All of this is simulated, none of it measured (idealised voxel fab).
Process module in this document: voxel wiring stack
Shown is cross-section cut, with a width of 260 nm and square cells of size 5 nm.
Think of the cross-section as a grid of square cells. We describe it in bands, top to bottom, and each band covers one or more rows of those cells. Band: top and bottom heights (nm) first, top before bottom; then materials from left to right, widths in nm. "full width" marks a sole material filling the band edge to edge. "blank" denotes empty space. Height datum 0, below which the as-received substrate wafer is one material. Lowest band open at the bottom, running downward: "z 0 and below". A width such as "30->40" changes by the same amount from each row of cells to the next, from the band's top row to its bottom row. Step marked "nothing different"? Then no cell in the cross-section changed in it. Closed empty spaces (no open way to the top) of 8 cells or more are what "Listed closed voids" lists, each as width x height at distance from the left edge, nm for all three. Post-settings text on a step line: simulator's own remark regarding the step. Steps that use a mask can have "overlay nm" on their line. It says how far the mask sat to the right of where it was meant to be. Negative means to the left.
[Process steps - plan]
- 1: RECEIVE: material Si
- 2: CONFORMAL_DEP: material SiO2, thk nm 10
- 3: DIRECTIONAL_DEP: material TiN, thk nm 5
- 4: DIRECTIONAL_DEP: material Ru, thk nm 20
- 5: PATTERN: tone cover, mask id METAL_1, material resist, width nm 30, pitch nm 50, thk nm 20, overlay nm 0
- 6: DIRECTIONAL_ETCH: etch materials Ru, depth nm 20
- 7: DIRECTIONAL_ETCH: etch materials TiN, depth nm 5
- 8: STRIP: etch materials resist
- 9: FILL_DEP: material SiO2, thk nm 5
- 10: CMP: height nm 35
- 11: CONFORMAL_DEP: material SiCN, thk nm 5
- 12: DIRECTIONAL_DEP: material SiO2, thk nm 10
- 13: DIRECTIONAL_DEP: material aC, thk nm 10
- 14: PATTERN: tone open, mask id PLUG_1, material resist, width nm 15, pitch nm 50, thk nm 25, overlay nm 0
- 15: DIRECTIONAL_ETCH: etch materials aC, depth nm 10
- 16: STRIP: etch materials resist
- 17: DIRECTIONAL_ETCH: etch materials SiO2, depth nm 10
- 18: DIRECTIONAL_ETCH: etch materials SiCN, depth nm 5
- 19: STRIP: etch materials aC
- 20: EPI: material Ru, thk nm 10
- 21: EPI: material Ru, thk nm 5
- 22: DIRECTIONAL_DEP: material TiN, thk nm 5
- 23: DIRECTIONAL_DEP: material Ru, thk nm 25
- 24: DIRECTIONAL_DEP: material aC, thk nm 10
- 25: PATTERN: tone cover, mask id METAL_2, material resist, width nm 30, pitch nm 50, thk nm 30, overlay nm 0
- 26: DIRECTIONAL_ETCH: etch materials aC, depth nm 10
- 27: STRIP: etch materials resist
- 28: DIRECTIONAL_ETCH: etch materials Ru, depth nm 25
- 29: DIRECTIONAL_ETCH: etch materials TiN, depth nm 5
- 30: STRIP: etch materials aC
- 31: FILL_DEP: material SiO2, thk nm 10
- 32: CMP: height nm 80
- 33: CONFORMAL_DEP: material SiCN, thk nm 5
- 34: DIRECTIONAL_DEP: material lowk, thk nm 25
- 35: DIRECTIONAL_DEP: material aC, thk nm 15
- 36: PATTERN: tone open, mask id METAL_3_HOLES, material resist, width nm 15, pitch nm 50, thk nm 35, overlay nm 0
- 37: DIRECTIONAL_ETCH: etch materials aC, depth nm 15
- 38: STRIP: etch materials resist
- 39: DIRECTIONAL_ETCH: etch materials lowk, depth nm 25
- 40: STRIP: etch materials aC
- 41: DIRECTIONAL_DEP: material aC, thk nm 10
- 42: PATTERN: tone open, mask id METAL_3, material resist, width nm 30, pitch nm 50, thk nm 25, overlay nm 0
- 43: DIRECTIONAL_ETCH: etch materials aC, depth nm 10
- 44: STRIP: etch materials resist
- 45: DIRECTIONAL_ETCH: etch materials lowk, depth nm 15
- 46: DIRECTIONAL_ETCH: etch materials SiCN, depth nm 5
- 47: STRIP: etch materials aC
- 48: CONFORMAL_DEP: material TiN, thk nm 5
- 49: FILL_DEP: material Cu, thk nm 5
- 50: CMP: height nm 110
- 51: CONFORMAL_DEP: material SiCN, thk nm 5
- 52: DIRECTIONAL_DEP: material SiO2, thk nm 15
- 53: DIRECTIONAL_DEP: material aC, thk nm 10
- 54: PATTERN: tone open, mask id PLUG_3, material resist, width nm 15, pitch nm 50, thk nm 25, overlay nm 0
- 55: DIRECTIONAL_ETCH: etch materials aC, depth nm 5
- 56: STRIP: etch materials resist
- 57: DIRECTIONAL_ETCH: etch materials SiO2, depth nm 15
- 58: DIRECTIONAL_ETCH: etch materials SiCN, depth nm 5
- 59: STRIP: etch materials aC
- 60: EPI: material Ru, thk nm 10
- 61: EPI: material Ru, thk nm 10
- 62: DIRECTIONAL_DEP: material TiN, thk nm 5
- 63: DIRECTIONAL_DEP: material Ru, thk nm 20
- 64: MASKED_ETCH: tone cover, mask id METAL_4, width nm 30, pitch nm 50, etch materials Ru, depth nm 20, overlay nm 0
- 65: MASKED_ETCH: tone cover, mask id METAL_4, width nm 30, pitch nm 50, etch materials TiN, depth nm 5, overlay nm 0
- 66: FILL_DEP: material SiO2, thk nm 5
- 67: CMP: height nm 155
- 68: CONFORMAL_DEP: material SiCN, thk nm 5
All wafers enter the flow in the same state. The depth nm at step 55 differs from wafer to wafer, and the plan gives the value for the first wafer.
[As received, i.e. after step 1: cross-section through the first of several wafers]
	z 0 and below  Si full width
	Listed closed voids: none
[End of module, by wafer: material-by-material cell gain (+) or loss (-) since receipt, then closed voids]
depth nm 5, +44 Cu, +348 Ru, +184 SiCN, +788 SiO2, +136 TiN, +164 lowk, Listed closed voids: none
depth nm 10, +44 Cu, +396 Ru, +172 SiCN, +752 SiO2, +136 TiN, +164 lowk, Listed closed voids: none
depth nm 15, +44 Cu, +396 Ru, +172 SiCN, +752 SiO2, +136 TiN, +164 lowk, Listed closed voids: none
depth nm 20, +44 Cu, +396 Ru, +172 SiCN, +752 SiO2, +136 TiN, +164 lowk, Listed closed voids: none
depth nm 25, +44 Cu, +396 Ru, +172 SiCN, +752 SiO2, +136 TiN, +164 lowk, Listed closed voids: none
